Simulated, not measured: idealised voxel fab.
Proc. module: voxel fin reveal
Section cut is 265 nm wide and gridded with 5 nm square cells.
Notation: cross-section as square-cell grid; stated in bands, top first, going down; one or more cell rows per band.
Heads up on the band format: heights come first, top then bottom, in nm. After that it's the materials left to right, each with its width in nm. A single material flagged "throughout" fills the whole band edge to edge, and "air" means there's empty space there.
Heights from 0 (as-received wafer is one material below). Bottom band endless downward, as "top 0, no bottom".
Width "30 to 40": first value at the band's top row of cells, second value at its bottom row, equal change from row to row.
Basically "nothing got changed" means that step didn't change any cell in the cross-section.
The label "Closed voids list" introduces a list of the empty spaces, 8 cells or larger, that have no open way up to the top; each entry in it reads width x height at distance, where the distance is taken from the left edge and all three are stated in nm.
Note: text after step settings on the step line = simulator remark on that step.
The "overlay nm" setting may appear on a step's line; for a step that uses a mask, it gives how far to the right of its planned position the mask lay, and a negative value indicates the left.
-- The steps planned for the process are as follows
1,RECEIVE: material Si
2,CONFORMAL_DEP: material SiN, thk nm 5
3,PATTERN: tone cover, mask id FINS, material resist, width nm 15, pitch nm 45, thk nm 15, overlay nm 0
4,DIRECTIONAL_ETCH: etch materials SiN, depth nm 5
5,DIRECTIONAL_ETCH: etch materials Si, depth nm 30
6,STRIP: etch materials resist
7,OXIDIZE: depth nm 5
8,FILL_DEP: material SiO2, thk nm 15
9,CMP: height nm 5
10,SELECTIVE_ETCH: etch materials SiO2, depth nm 15
11,STRIP: etch materials SiN
12,CONFORMAL_DEP: material SiO2, thk nm 5
-- as received, after step 1
    top 0, no bottom  Si throughout
    Closed voids list: none
-- As-planned run: cross-section of the first of two wafers at end of module
    top 5, bottom 0  air 55  SiO2 15  air 30  SiO2 15  air 30  SiO2 15  air 30  SiO2 15  air 60
    top 0, bottom -5  air 55  SiO2 5  Si 5  SiO2 5  air 30  SiO2 5  Si 5  SiO2 5  air 30  SiO2 5  Si 5  SiO2 5  air 30  SiO2 5  Si 5  SiO2 5  air 60
    top -5, bottom -35  SiO2 60  Si 5  SiO2 40  Si 5  SiO2 40  Si 5  SiO2 40  Si 5  SiO2 65
    top -35, no bottom  Si throughout
    Closed voids list: none
-- The second wafer, shown in cross-section after the module: started the same way as the first and given the same plan, yet one mistake crept into how it was run
    top 5, bottom 0  air 55  SiO2 15  air 30  SiO2 15  air 30  SiO2 15  air 30  SiO2 15  air 60
    top 0, bottom -15  air 55  SiO2 5  Si 5  SiO2 5  air 30  SiO2 5  Si 5  SiO2 5  air 30  SiO2 5  Si 5  SiO2 5  air 30  SiO2 5  Si 5  SiO2 5  air 60
    top -15, bottom -35  SiO2 60  Si 5  SiO2 40  Si 5  SiO2 40  Si 5  SiO2 40  Si 5  SiO2 65
    top -35, no bottom  Si throughout
    Closed voids list: none
Where did the run depart from the plan? not per plan at step 10, really ran SELECTIVE_ETCH: etch materials SiO2, depth nm 25
Final cells, second wafer relative to first, materials higher or lower: -82 SiO2
